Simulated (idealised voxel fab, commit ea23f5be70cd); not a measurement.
voxel transistor to metal: a process module
cross-section cut | 190 nm wide | cells 5 nm
Bands, listed from the top down, are how a cross-section gets written in this document; the cross-section itself is a grid of square cells, and a band is one or more rows of them.
Band: top and bottom heights (nm) first, top before bottom; then materials from left to right, widths in nm. "edge to edge" marks a sole material filling the band edge to edge. "air" denotes empty space.
Beneath 0, the wafer as received is one material, and that level is where height counting begins. The lowest band goes on downward without a bottom; it is written like "from 0 down".
When a width is written as two numbers, as in "30..40", the first number is the width in the top row of cells of the band and the second is the width in its bottom row, and the width changes by the same amount from each row to the next.
What does "no change occurred" mean for a step? It means no cell of the cross-section changed in that step.
Look at "Closed empty spaces" for the closed voids: empty spaces with no open path to the top, sized 8 cells or up. Each is width x height at distance, distance from the left edge, all nm.
Read whatever lies past the settings on a step's line as the simulator's own remark about the step.
overlay nm: right-of-plan distance of the mask on a masked step; negative values mean left-of-plan.

**The steps planned for the process are as follows**
| 1 | op RECEIVE | material Si |
| 2 | op OXIDIZE | depth nm 5 |
| 3 | op CONFORMAL_DEP | material SiN | thk nm 15 |
| 4 | op PATTERN | tone cover | mask id ACTIVE | material resist | width nm 105 | thk nm 20 | overlay nm 0 |
| 5 | op DIRECTIONAL_ETCH | etch materials SiN | depth nm 15 |
| 6 | op DIRECTIONAL_ETCH | etch materials SiO2 | depth nm 5 |
| 7 | op DIRECTIONAL_ETCH | etch materials Si | depth nm 30 |
| 8 | op STRIP | etch materials resist |
| 9 | op FILL_DEP | material SiO2 | thk nm 10 |
| 10 | op CMP | height nm 15 |
| 11 | op SELECTIVE_ETCH | etch materials SiO2 | depth nm 5 |
| 12 | op STRIP | etch materials SiN |
| 13 | op SELECTIVE_ETCH | etch materials SiO2 | depth nm 5 |
| 14 | op OXIDIZE | depth nm 5 |
| 15 | op DIRECTIONAL_DEP | material polySi | thk nm 30 |
| 16 | op DIRECTIONAL_DEP | material SiCN | thk nm 15 |
| 17 | op DIRECTIONAL_DEP | material aC | thk nm 10 |
| 18 | op PATTERN | tone cover | mask id GATE | material resist | width nm 35 | thk nm 25 | overlay nm 0 |
| 19 | op DIRECTIONAL_ETCH | etch materials aC | depth nm 10 |
| 20 | op STRIP | etch materials resist |
| 21 | op DIRECTIONAL_ETCH | etch materials SiCN | depth nm 25 |
| 22 | op DIRECTIONAL_ETCH | etch materials polySi | depth nm 40 |
| 23 | op STRIP | etch materials aC |
| 24 | op CONFORMAL_DEP | material SiO2 | thk nm 5 |
| 25 | op DIRECTIONAL_ETCH | etch materials SiO2 | depth nm 5 |
| 26 | op CONFORMAL_DEP | material SiN | thk nm 10 |
| 27 | op DIRECTIONAL_ETCH | etch materials SiN | depth nm 10 |
| 28 | op DIRECTIONAL_ETCH | etch materials SiO2 | depth nm 5 |
| 29 | op DIRECTIONAL_ETCH | etch materials Si | depth nm 10 |
| 30 | op EPI | material pSi | thk nm 15 |
| 31 | op FILL_DEP | material SiO2 | thk nm 10 |
| 32 | op CMP | height nm 25 |
| 33 | op STRIP | etch materials polySi |
| 34 | op SELECTIVE_ETCH | etch materials SiO2 | depth nm 5 |
| 35 | op CONFORMAL_DEP | material HfO2 | thk nm 5 |
| 36 | op CONFORMAL_DEP | material TiN | thk nm 5 |
| 37 | op FILL_DEP | material W | thk nm 10 |
| 38 | op CMP | height nm 20 |
| 39 | op DIRECTIONAL_DEP | material SiO2 | thk nm 10 |
| 40 | op MASKED_ETCH | tone open | mask id CONTACT | width nm 15 | pitch nm 80 | etch materials SiO2 | depth nm 25 | overlay nm 0 |
| 41 | op CONFORMAL_DEP | material TiN | thk nm 5 |
| 42 | op FILL_DEP | material Ru | thk nm 5 |
| 43 | op CMP | height nm 30 |
| 44 | op DIRECTIONAL_DEP | material TiN | thk nm 5 |
| 45 | op DIRECTIONAL_DEP | material W | thk nm 15 |
| 46 | op DIRECTIONAL_DEP | material aC | thk nm 10 |
| 47 | op PATTERN | tone cover | mask id METAL_1 | material resist | width nm 15 | pitch nm 80 | thk nm 25 | overlay nm 0 |
| 48 | op DIRECTIONAL_ETCH | etch materials aC | depth nm 10 |
| 49 | op STRIP | etch materials resist |
| 50 | op DIRECTIONAL_ETCH | etch materials W | depth nm 15 |
| 51 | op DIRECTIONAL_ETCH | etch materials TiN | depth nm 5 |
| 52 | op STRIP | etch materials aC |
| 53 | op FILL_DEP | material lowk | thk nm 5 |
| 54 | op CMP | height nm 50 |
| 55 | op CONFORMAL_DEP | material SiCN | thk nm 5 |

**Run as planned: first of two wafers**

**Cross-section: wafer on arrival = after step 1**
from 0 down | Si edge to edge
Closed empty spaces: none

**State of the wafer after step 2, shown in cross-section**
from 0 to -5 | SiO2 edge to edge
Below -5, the layers are the same as they were.

**State of the wafer after step 3, shown in cross-section**
from 15 to 0 | SiN edge to edge
Below 0, the layers are the same as they were.

**State of the wafer after step 4, shown in cross-section**
from 35 to 15 | air=40, resist=105, air=45
Below 15, the layers are the same as they were.

**State of the wafer after step 5, shown in cross-section**
from 35 to 15 | air=40, resist=105, air=45
from 15 to 0 | air=40, SiN=105, air=45
Below 0, the layers are the same as they were.

**State of the wafer after step 6, shown in cross-section**
from 35 to 15 | air=40, resist=105, air=45
from 15 to 0 | air=40, SiN=105, air=45
from 0 to -5 | air=40, SiO2=105, air=45
Below -5, the layers are the same as they were.

**State of the wafer after step 7, shown in cross-section**
from 35 to 15 | air=40, resist=105, air=45
from 15 to 0 | air=40, SiN=105, air=45
from 0 to -5 | air=40, SiO2=105, air=45
from -5 to -35 | air=40, Si=105, air=45
Below -35, the layers are the same as they were.

**State of the wafer after step 8, shown in cross-section**
from 15 to 0 | air=40, SiN=105, air=45
Below 0, the layers are the same as they were.

**State of the wafer after step 9, shown in cross-section**
from 25 to 15 | SiO2 edge to edge
from 15 to 0 | SiO2=40, SiN=105, SiO2=45
from 0 to -5 | SiO2 edge to edge
from -5 to -35 | SiO2=40, Si=105, SiO2=45
Below -35, the layers are the same as they were.

**State of the wafer after step 10, shown in cross-section**
from 15 to 0 | SiO2=40, SiN=105, SiO2=45
Below 0, the layers are the same as they were.

**State of the wafer after step 11, shown in cross-section**
from 15 to 10 | air=40, SiN=105, air=45
Below 10, the layers are the same as they were.

**State of the wafer after step 12, shown in cross-section**
from 10 to 0 | SiO2=40, air=105, SiO2=45
Below 0, the layers are the same as they were.

**State of the wafer after step 13, shown in cross-section**
from 5 to -5 | SiO2=35, air=115, SiO2=40
Below -5, the layers are the same as they were.

**State of the wafer after step 14, shown in cross-section**
from 5 to -5 | SiO2=35, air=115, SiO2=40
from -5 to -10 | SiO2 edge to edge
Below -10, the layers are the same as they were.

**State of the wafer after step 15, shown in cross-section**
from 35 to 25 | polySi=35, air=115, polySi=40
from 25 to 5 | polySi edge to edge
from 5 to -5 | SiO2=35, polySi=115, SiO2=40
Below -5, the layers are the same as they were.

**State of the wafer after step 16, shown in cross-section**
from 50 to 40 | SiCN=35, air=115, SiCN=40
from 40 to 35 | SiCN edge to edge
from 35 to 25 | polySi=35, SiCN=115, polySi=40
Below 25, the layers are the same as they were.

**State of the wafer after step 17, shown in cross-section**
from 60 to 50 | aC=35, air=115, aC=40
from 50 to 40 | SiCN=35, aC=115, SiCN=40
Below 40, the layers are the same as they were.

**State of the wafer after step 18, shown in cross-section**
from 85 to 60 | air=75, resist=35, air=80
from 60 to 50 | aC=35, air=40, resist=35, air=40, aC=40
Below 50, the layers are the same as they were.

**State of the wafer after step 19, shown in cross-section**
from 75 to 50 | air=75, resist=35, air=80
from 50 to 40 | SiCN=35, air=40, aC=35, air=40, SiCN=40
Below 40, the layers are the same as they were.

**State of the wafer after step 20, shown in cross-section**
from 50 to 40 | SiCN=35, air=40, aC=35, air=40, SiCN=40
Below 40, the layers are the same as they were.

**State of the wafer after step 21, shown in cross-section**
from 50 to 40 | air=75, aC=35, air=80
from 40 to 35 | air=75, SiCN=35, air=80
from 35 to 25 | polySi=35, air=40, SiCN=35, air=40, polySi=40
Below 25, the layers are the same as they were.

**State of the wafer after step 22, shown in cross-section**
from 50 to 40 | air=75, aC=35, air=80
from 40 to 25 | air=75, SiCN=35, air=80
from 25 to 5 | air=75, polySi=35, air=80
from 5 to -5 | SiO2=35, air=40, polySi=35, air=40, SiO2=40
Below -5, the layers are the same as they were.

**State of the wafer after step 23, shown in cross-section**
from 40 to 25 | air=75, SiCN=35, air=80
Below 25, the layers are the same as they were.

**State of the wafer after step 24, shown in cross-section**
from 45 to 40 | air=70, SiO2=45, air=75
from 40 to 25 | air=70, SiO2=5, SiCN=35, SiO2=5, air=75
from 25 to 10 | air=70, SiO2=5, polySi=35, SiO2=5, air=75
from 10 to 0 | SiO2=40, air=30, SiO2=5, polySi=35, SiO2=5, air=30, SiO2=45
from 0 to -5 | SiO2=75, polySi=35, SiO2=80
Below -5, the layers are the same as they were.

**State of the wafer after step 25, shown in cross-section**
from 40 to 25 | air=70, SiO2=5, SiCN=35, SiO2=5, air=75
from 25 to 5 | air=70, SiO2=5, polySi=35, SiO2=5, air=75
from 5 to -5 | SiO2=40, air=30, SiO2=5, polySi=35, SiO2=5, air=30, SiO2=45
Below -5, the layers are the same as they were.

**State of the wafer after step 26, shown in cross-section**
from 50 to 40 | air=60, SiN=65, air=65
from 40 to 25 | air=60, SiN=10, SiO2=5, SiCN=35, SiO2=5, SiN=10, air=65
from 25 to 15 | air=60, SiN=10, SiO2=5, polySi=35, SiO2=5, SiN=10, air=65
from 15 to 5 | SiN=50, air=10, SiN=10, SiO2=5, polySi=35, SiO2=5, SiN=10, air=10, SiN=55
from 5 to -5 | SiO2=40, SiN=30, SiO2=5, polySi=35, SiO2=5, SiN=30, SiO2=45
Below -5, the layers are the same as they were.

**State of the wafer after step 27, shown in cross-section**
from 40 to 25 | air=60, SiN=10, SiO2=5, SiCN=35, SiO2=5, SiN=10, air=65
from 25 to 5 | air=60, SiN=10, SiO2=5, polySi=35, SiO2=5, SiN=10, air=65
from 5 to -5 | SiO2=40, SiN=10, air=10, SiN=10, SiO2=5, polySi=35, SiO2=5, SiN=10, air=10, SiN=10, SiO2=45
Below -5, the layers are the same as they were.

**State of the wafer after step 28, shown in cross-section**
from 40 to 35 | air=60, SiN=10, air=5, SiCN=35, air=5, SiN=10, air=65
from 35 to 25 | air=60, SiN=10, SiO2=5, SiCN=35, SiO2=5, SiN=10, air=65
from 25 to 5 | air=60, SiN=10, SiO2=5, polySi=35, SiO2=5, SiN=10, air=65
from 5 to 0 | air=40, SiN=10, air=10, SiN=10, SiO2=5, polySi=35, SiO2=5, SiN=10, air=10, SiN=10, air=45
from 0 to -5 | SiO2=40, SiN=10, air=10, SiN=10, SiO2=5, polySi=35, SiO2=5, SiN=10, air=10, SiN=10, SiO2=45
from -5 to -10 | SiO2=50, air=10, SiO2=65, air=10, SiO2=55
Below -10, the layers are the same as they were.

**State of the wafer after step 29, shown in cross-section**
from 40 to 35 | air=60, SiN=10, air=5, SiCN=35, air=5, SiN=10, air=65
from 35 to 25 | air=60, SiN=10, SiO2=5, SiCN=35, SiO2=5, SiN=10, air=65
from 25 to 5 | air=60, SiN=10, SiO2=5, polySi=35, SiO2=5, SiN=10, air=65
from 5 to 0 | air=40, SiN=10, air=10, SiN=10, SiO2=5, polySi=35, SiO2=5, SiN=10, air=10, SiN=10, air=45
from 0 to -5 | SiO2=40, SiN=10, air=10, SiN=10, SiO2=5, polySi=35, SiO2=5, SiN=10, air=10, SiN=10, SiO2=45
from -5 to -10 | SiO2=50, air=10, SiO2=65, air=10, SiO2=55
from -10 to -20 | SiO2=40, Si=10, air=10, Si=65, air=10, Si=10, SiO2=45
Below -20, the layers are the same as they were.

**State of the wafer after step 30, shown in cross-section**
from 40 to 35 | air=60, SiN=10, air=5, SiCN=35, air=5, SiN=10, air=65
from 35 to 25 | air=60, SiN=10, SiO2=5, SiCN=35, SiO2=5, SiN=10, air=65
from 25 to 5 | air=60, SiN=10, SiO2=5, polySi=35, SiO2=5, SiN=10, air=65
from 5 to 0 | air=40, SiN=10, pSi=10, SiN=10, SiO2=5, polySi=35, SiO2=5, SiN=10, pSi=10, SiN=10, air=45
from 0 to -5 | SiO2=40, SiN=10, pSi=10, SiN=10, SiO2=5, polySi=35, SiO2=5, SiN=10, pSi=10, SiN=10, SiO2=45
from -5 to -10 | SiO2=50, pSi=10, SiO2=65, pSi=10, SiO2=55
from -10 to -20 | SiO2=40, Si=10, pSi=10, Si=65, pSi=10, Si=10, SiO2=45
Below -20, the layers are the same as they were.

**State of the wafer after step 31, shown in cross-section**
from 50 to 40 | SiO2 edge to edge
from 40 to 25 | SiO2=60, SiN=10, SiO2=5, SiCN=35, SiO2=5, SiN=10, SiO2=65
from 25 to 5 | SiO2=60, SiN=10, SiO2=5, polySi=35, SiO2=5, SiN=10, SiO2=65
from 5 to -5 | SiO2=40, SiN=10, pSi=10, SiN=10, SiO2=5, polySi=35, SiO2=5, SiN=10, pSi=10, SiN=10, SiO2=45
Below -5, the layers are the same as they were.

**State of the wafer after step 32, shown in cross-section**
from 25 to 5 | SiO2=60, SiN=10, SiO2=5, polySi=35, SiO2=5, SiN=10, SiO2=65
Below 5, the layers are the same as they were.

**State of the wafer after step 33, shown in cross-section**
from 25 to 5 | SiO2=60, SiN=10, SiO2=5, air=35, SiO2=5, SiN=10, SiO2=65
from 5 to -5 | SiO2=40, SiN=10, pSi=10, SiN=10, SiO2=5, air=35, SiO2=5, SiN=10, pSi=10, SiN=10, SiO2=45
Below -5, the layers are the same as they were.

**State of the wafer after step 34, shown in cross-section**
from 25 to 20 | air=60, SiN=10, air=45, SiN=10, air=65
from 20 to 5 | SiO2=60, SiN=10, air=45, SiN=10, SiO2=65
from 5 to -5 | SiO2=40, SiN=10, pSi=10, SiN=10, air=45, SiN=10, pSi=10, SiN=10, SiO2=45
from -5 to -10 | SiO2=50, pSi=10, SiO2=10, air=45, SiO2=10, pSi=10, SiO2=55
Below -10, the layers are the same as they were.

**State of the wafer after step 35, shown in cross-section**
from 30 to 25 | air=55, HfO2=20, air=35, HfO2=20, air=60
from 25 to 20 | HfO2=60, SiN=10, HfO2=5, air=35, HfO2=5, SiN=10, HfO2=65
from 20 to 5 | SiO2=60, SiN=10, HfO2=5, air=35, HfO2=5, SiN=10, SiO2=65
from 5 to -5 | SiO2=40, SiN=10, pSi=10, SiN=10, HfO2=5, air=35, HfO2=5, SiN=10, pSi=10, SiN=10, SiO2=45
from -5 to -10 | SiO2=50, pSi=10, SiO2=10, HfO2=45, SiO2=10, pSi=10, SiO2=55
Below -10, the layers are the same as they were.

**State of the wafer after step 36, shown in cross-section**
from 35 to 30 | air=50, TiN=30, air=25, TiN=30, air=55
from 30 to 25 | TiN=55, HfO2=20, TiN=5, air=25, TiN=5, HfO2=20, TiN=60
from 25 to 20 | HfO2=60, SiN=10, HfO2=5, TiN=5, air=25, TiN=5, HfO2=5, SiN=10, HfO2=65
from 20 to 5 | SiO2=60, SiN=10, HfO2=5, TiN=5, air=25, TiN=5, HfO2=5, SiN=10, SiO2=65
from 5 to 0 | SiO2=40, SiN=10, pSi=10, SiN=10, HfO2=5, TiN=5, air=25, TiN=5, HfO2=5, SiN=10, pSi=10, SiN=10, SiO2=45
from 0 to -5 | SiO2=40, SiN=10, pSi=10, SiN=10, HfO2=5, TiN=35, HfO2=5, SiN=10, pSi=10, SiN=10, SiO2=45
Below -5, the layers are the same as they were.

**State of the wafer after step 37, shown in cross-section**
from 45 to 35 | W edge to edge
from 35 to 30 | W=50, TiN=30, W=25, TiN=30, W=55
from 30 to 25 | TiN=55, HfO2=20, TiN=5, W=25, TiN=5, HfO2=20, TiN=60
from 25 to 20 | HfO2=60, SiN=10, HfO2=5, TiN=5, W=25, TiN=5, HfO2=5, SiN=10, HfO2=65
from 20 to 5 | SiO2=60, SiN=10, HfO2=5, TiN=5, W=25, TiN=5, HfO2=5, SiN=10, SiO2=65
from 5 to 0 | SiO2=40, SiN=10, pSi=10, SiN=10, HfO2=5, TiN=5, W=25, TiN=5, HfO2=5, SiN=10, pSi=10, SiN=10, SiO2=45
Below 0, the layers are the same as they were.

**State of the wafer after step 38, shown in cross-section**
from 20 to 5 | SiO2=60, SiN=10, HfO2=5, TiN=5, W=25, TiN=5, HfO2=5, SiN=10, SiO2=65
Below 5, the layers are the same as they were.

**State of the wafer after step 39, shown in cross-section**
from 30 to 20 | SiO2 edge to edge
Below 20, the layers are the same as they were.

**State of the wafer after step 40, shown in cross-section**
from 30 to 20 | SiO2=45, air=15, SiO2=65, air=15, SiO2=50
from 20 to 5 | SiO2=45, air=15, SiN=10, HfO2=5, TiN=5, W=25, TiN=5, HfO2=5, SiN=10, air=15, SiO2=50
Below 5, the layers are the same as they were.

**State of the wafer after step 41, shown in cross-section**
from 35 to 30 | TiN=50, air=5, TiN=75, air=5, TiN=55
from 30 to 20 | SiO2=45, TiN=5, air=5, TiN=5, SiO2=65, TiN=5, air=5, TiN=5, SiO2=50
from 20 to 10 | SiO2=45, TiN=5, air=5, TiN=5, SiN=10, HfO2=5, TiN=5, W=25, TiN=5, HfO2=5, SiN=10, TiN=5, air=5, TiN=5, SiO2=50
from 10 to 5 | SiO2=45, TiN=15, SiN=10, HfO2=5, TiN=5, W=25, TiN=5, HfO2=5, SiN=10, TiN=15, SiO2=50
Below 5, the layers are the same as they were.

**State of the wafer after step 42, shown in cross-section**
from 40 to 35 | Ru edge to edge
from 35 to 30 | TiN=50, Ru=5, TiN=75, Ru=5, TiN=55
from 30 to 20 | SiO2=45, TiN=5, Ru=5, TiN=5, SiO2=65, TiN=5, Ru=5, TiN=5, SiO2=50
from 20 to 10 | SiO2=45, TiN=5, Ru=5, TiN=5, SiN=10, HfO2=5, TiN=5, W=25, TiN=5, HfO2=5, SiN=10, TiN=5, Ru=5, TiN=5, SiO2=50
Below 10, the layers are the same as they were.

**State of the wafer after step 43, shown in cross-section**
from 30 to 20 | SiO2=45, TiN=5, Ru=5, TiN=5, SiO2=65, TiN=5, Ru=5, TiN=5, SiO2=50
Below 20, the layers are the same as they were.

**State of the wafer after step 44, shown in cross-section**
from 35 to 30 | TiN edge to edge
Below 30, the layers are the same as they were.

**State of the wafer after step 45, shown in cross-section**
from 50 to 35 | W edge to edge
Below 35, the layers are the same as they were.

**State of the wafer after step 46, shown in cross-section**
from 60 to 50 | aC edge to edge
Below 50, the layers are the same as they were.

**State of the wafer after step 47, shown in cross-section**
from 85 to 60 | air=45, resist=15, air=65, resist=15, air=50
Below 60, the layers are the same as they were.

**State of the wafer after step 48, shown in cross-section**
from 75 to 60 | air=45, resist=15, air=65, resist=15, air=50
from 60 to 50 | air=45, aC=15, air=65, aC=15, air=50
Below 50, the layers are the same as they were.

**State of the wafer after step 49, shown in cross-section**
from 60 to 50 | air=45, aC=15, air=65, aC=15, air=50
Below 50, the layers are the same as they were.

**State of the wafer after step 50, shown in cross-section**
from 60 to 50 | air=45, aC=15, air=65, aC=15, air=50
from 50 to 35 | air=45, W=15, air=65, W=15, air=50
Below 35, the layers are the same as they were.

**State of the wafer after step 51, shown in cross-section**
from 60 to 50 | air=45, aC=15, air=65, aC=15, air=50
from 50 to 35 | air=45, W=15, air=65, W=15, air=50
from 35 to 30 | air=45, TiN=15, air=65, TiN=15, air=50
Below 30, the layers are the same as they were.

**State of the wafer after step 52, shown in cross-section**
from 50 to 35 | air=45, W=15, air=65, W=15, air=50
Below 35, the layers are the same as they were.

**State of the wafer after step 53, shown in cross-section**
from 55 to 50 | lowk edge to edge
from 50 to 35 | lowk=45, W=15, lowk=65, W=15, lowk=50
from 35 to 30 | lowk=45, TiN=15, lowk=65, TiN=15, lowk=50
Below 30, the layers are the same as they were.

**State of the wafer after step 54, shown in cross-section**
from 50 to 35 | lowk=45, W=15, lowk=65, W=15, lowk=50
Below 35, the layers are the same as they were.

**State of the wafer after step 55, shown in cross-section**
from 55 to 50 | SiCN edge to edge
Below 50, the layers are the same as they were.

**The second wafer began exactly as the first did and followed the same plan, but one mistake was made while running it; through step 34 inclusive, the two wafers are identical**

Second wafer at the planned finish of step 35, seen in cross-section: no change occurred

**Second wafer at the planned finish of step 36, seen in cross-section**
from 30 to 25 | air=55, TiN=20, air=35, TiN=20, air=60
from 25 to 20 | TiN=60, SiN=10, TiN=5, air=35, TiN=5, SiN=10, TiN=65
from 20 to 5 | SiO2=60, SiN=10, TiN=5, air=35, TiN=5, SiN=10, SiO2=65
from 5 to -5 | SiO2=40, SiN=10, pSi=10, SiN=10, TiN=5, air=35, TiN=5, SiN=10, pSi=10, SiN=10, SiO2=45
from -5 to -10 | SiO2=50, pSi=10, SiO2=10, TiN=45, SiO2=10, pSi=10, SiO2=55
Below -10, the layers are the same as they were.

**Second wafer at the planned finish of step 37, seen in cross-section**
from 40 to 30 | W edge to edge
from 30 to 25 | W=55, TiN=20, W=35, TiN=20, W=60
from 25 to 20 | TiN=60, SiN=10, TiN=5, W=35, TiN=5, SiN=10, TiN=65
from 20 to 5 | SiO2=60, SiN=10, TiN=5, W=35, TiN=5, SiN=10, SiO2=65
from 5 to -5 | SiO2=40, SiN=10, pSi=10, SiN=10, TiN=5, W=35, TiN=5, SiN=10, pSi=10, SiN=10, SiO2=45
Below -5, the layers are the same as they were.

**Second wafer at the planned finish of step 38, seen in cross-section**
from 20 to 5 | SiO2=60, SiN=10, TiN=5, W=35, TiN=5, SiN=10, SiO2=65
Below 5, the layers are the same as they were.

**Second wafer at the planned finish of step 39, seen in cross-section**
from 30 to 20 | SiO2 edge to edge
Below 20, the layers are the same as they were.

**Second wafer at the planned finish of step 40, seen in cross-section**
from 30 to 20 | SiO2=45, air=15, SiO2=65, air=15, SiO2=50
from 20 to 5 | SiO2=45, air=15, SiN=10, TiN=5, W=35, TiN=5, SiN=10, air=15, SiO2=50
Below 5, the layers are the same as they were.

**Second wafer at the planned finish of step 41, seen in cross-section**
from 35 to 30 | TiN=50, air=5, TiN=75, air=5, TiN=55
from 30 to 20 | SiO2=45, TiN=5, air=5, TiN=5, SiO2=65, TiN=5, air=5, TiN=5, SiO2=50
from 20 to 10 | SiO2=45, TiN=5, air=5, TiN=5, SiN=10, TiN=5, W=35, TiN=5, SiN=10, TiN=5, air=5, TiN=5, SiO2=50
from 10 to 5 | SiO2=45, TiN=15, SiN=10, TiN=5, W=35, TiN=5, SiN=10, TiN=15, SiO2=50
Below 5, the layers are the same as they were.

**Second wafer at the planned finish of step 42, seen in cross-section**
from 40 to 35 | Ru edge to edge
from 35 to 30 | TiN=50, Ru=5, TiN=75, Ru=5, TiN=55
from 30 to 20 | SiO2=45, TiN=5, Ru=5, TiN=5, SiO2=65, TiN=5, Ru=5, TiN=5, SiO2=50
from 20 to 10 | SiO2=45, TiN=5, Ru=5, TiN=5, SiN=10, TiN=5, W=35, TiN=5, SiN=10, TiN=5, Ru=5, TiN=5, SiO2=50
Below 10, the layers are the same as they were.

**Second wafer at the planned finish of step 43, seen in cross-section**
from 30 to 20 | SiO2=45, TiN=5, Ru=5, TiN=5, SiO2=65, TiN=5, Ru=5, TiN=5, SiO2=50
Below 20, the layers are the same as they were.

**Second wafer at the planned finish of step 44, seen in cross-section**
from 35 to 30 | TiN edge to edge
Below 30, the layers are the same as they were.

**Second wafer at the planned finish of step 45, seen in cross-section**
from 50 to 35 | W edge to edge
Below 35, the layers are the same as they were.

**Second wafer at the planned finish of step 46, seen in cross-section**
from 60 to 50 | aC edge to edge
Below 50, the layers are the same as they were.

**Second wafer at the planned finish of step 47, seen in cross-section**
from 85 to 60 | air=45, resist=15, air=65, resist=15, air=50
Below 60, the layers are the same as they were.

**Second wafer at the planned finish of step 48, seen in cross-section**
from 75 to 60 | air=45, resist=15, air=65, resist=15, air=50
from 60 to 50 | air=45, aC=15, air=65, aC=15, air=50
Below 50, the layers are the same as they were.

**Second wafer at the planned finish of step 49, seen in cross-section**
from 60 to 50 | air=45, aC=15, air=65, aC=15, air=50
Below 50, the layers are the same as they were.

**Second wafer at the planned finish of step 50, seen in cross-section**
from 60 to 50 | air=45, aC=15, air=65, aC=15, air=50
from 50 to 35 | air=45, W=15, air=65, W=15, air=50
Below 35, the layers are the same as they were.

**Second wafer at the planned finish of step 51, seen in cross-section**
from 60 to 50 | air=45, aC=15, air=65, aC=15, air=50
from 50 to 35 | air=45, W=15, air=65, W=15, air=50
from 35 to 30 | air=45, TiN=15, air=65, TiN=15, air=50
Below 30, the layers are the same as they were.

**Second wafer at the planned finish of step 52, seen in cross-section**
from 50 to 35 | air=45, W=15, air=65, W=15, air=50
Below 35, the layers are the same as they were.

**Second wafer at the planned finish of step 53, seen in cross-section**
from 55 to 50 | lowk edge to edge
from 50 to 35 | lowk=45, W=15, lowk=65, W=15, lowk=50
from 35 to 30 | lowk=45, TiN=15, lowk=65, TiN=15, lowk=50
Below 30, the layers are the same as they were.

**Second wafer at the planned finish of step 54, seen in cross-section**
from 50 to 35 | lowk=45, W=15, lowk=65, W=15, lowk=50
Below 35, the layers are the same as they were.

**Second wafer at the planned finish of step 55, seen in cross-section**
from 55 to 50 | SiCN edge to edge
Below 50, the layers are the same as they were.
Nonconformance to the process plan: plan step 35: skipped, not run
FYI, end of process, the second wafer has more or fewer cells of some materials than the first: HfO2: 19 fewer, TiN: 4 more, W: 15 more
